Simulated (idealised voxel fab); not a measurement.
Module name: voxel self aligned contacts (process module)
The width of the displayed cross-section, cut, is 175 nm; its cells are square, with a size of 5 nm.
A cross-section in this document is a grid of square cells, and it is written down as bands, the top band listed before the ones below it; a band is made up of one or more rows of cells.
Heads up on the band format: heights come first, top then bottom, in nm. After that it's the materials left to right, each with its width in nm. A single material flagged "full width" fills the whole band edge to edge, and "empty" means there's empty space there.
A quick word on heights: they are counted from 0, and under that level the wafer as it came to us is one material throughout. The lowest band is different from the rest in having no bottom; it simply continues downward, written as in "0 -> down".
The notation "30->40" denotes a width that varies across the rows of cells in the band, beginning at the first number in the top row, finishing at the second number in the bottom row, and changing by an identical amount from each row to the next.
Where a step carries "remained the same", the cross-section came out of it unchanged, cell for cell.
Sealed internal voids: empty space of 8 cells or more with no open way to the top, each as width x height at its distance from the left edge, in nm
Read whatever lies past the settings on a step's line as the simulator's own remark about the step.
overlay nm: where the mask lay relative to plan, measured to the right, on steps with a mask; negatives go left.

Planned process steps:
1 RECEIVE, material Si
2 CONFORMAL_DEP, material SiO2, thk nm 5
3 DIRECTIONAL_DEP, material polySi, thk nm 20
4 DIRECTIONAL_DEP, material SiN, thk nm 15
5 MASKED_ETCH, tone cover, mask id GATE, width nm 25, pitch nm 60, etch materials SiN, depth nm 15, overlay nm 0
6 MASKED_ETCH, tone cover, mask id GATE, width nm 25, pitch nm 60, etch materials polySi, depth nm 20, overlay nm 0
7 CONFORMAL_DEP, material SiN, thk nm 5
8 DIRECTIONAL_ETCH, etch materials SiN, depth nm 5
9 FILL_DEP, material SiO2, thk nm 10
10 CMP, height nm 45
11 PATTERN, tone open, mask id CONTACT, material resist, width nm 45, pitch nm 60, thk nm 20, overlay nm -15
12 DIRECTIONAL_ETCH, etch materials SiO2, depth nm 45
13 STRIP, etch materials resist
14 CONFORMAL_DEP, material TiN, thk nm 5
15 FILL_DEP, material Ru, thk nm 5
16 CMP, height nm 45
17 CONFORMAL_DEP, material SiCN, thk nm 5
The plan shows the overlay nm of step 11 as the first wafer had it; this setting differs between the wafers, which start out alike.

First of several wafers (as received, post step 1), cross-sectional view:
* 0 -> down: Si full width
* Sealed internal voids: none

Per wafer (row), end of module: delta in cells per material since receipt, (+) for gained, (-) for lost; closed voids after that:
overlay nm -15 | +32 Ru | +35 SiCN | +87 SiN | +86 SiO2 | +50 TiN | +60 polySi | Sealed internal voids: none
overlay nm -10 | +48 Ru | +35 SiCN | +87 SiN | +70 SiO2 | +50 TiN | +60 polySi | Sealed internal voids: none
overlay nm -5 | +48 Ru | +35 SiCN | +87 SiN | +70 SiO2 | +50 TiN | +60 polySi | Sealed internal voids: none
overlay nm 0 | +48 Ru | +35 SiCN | +87 SiN | +70 SiO2 | +50 TiN | +60 polySi | Sealed internal voids: none
overlay nm 5 | +48 Ru | +35 SiCN | +87 SiN | +70 SiO2 | +50 TiN | +60 polySi | Sealed internal voids: none
overlay nm 10 | +48 Ru | +35 SiCN | +87 SiN | +70 SiO2 | +50 TiN | +60 polySi | Sealed internal voids: none
overlay nm 15 | +32 Ru | +35 SiCN | +87 SiN | +86 SiO2 | +50 TiN | +60 polySi | Sealed internal voids: none
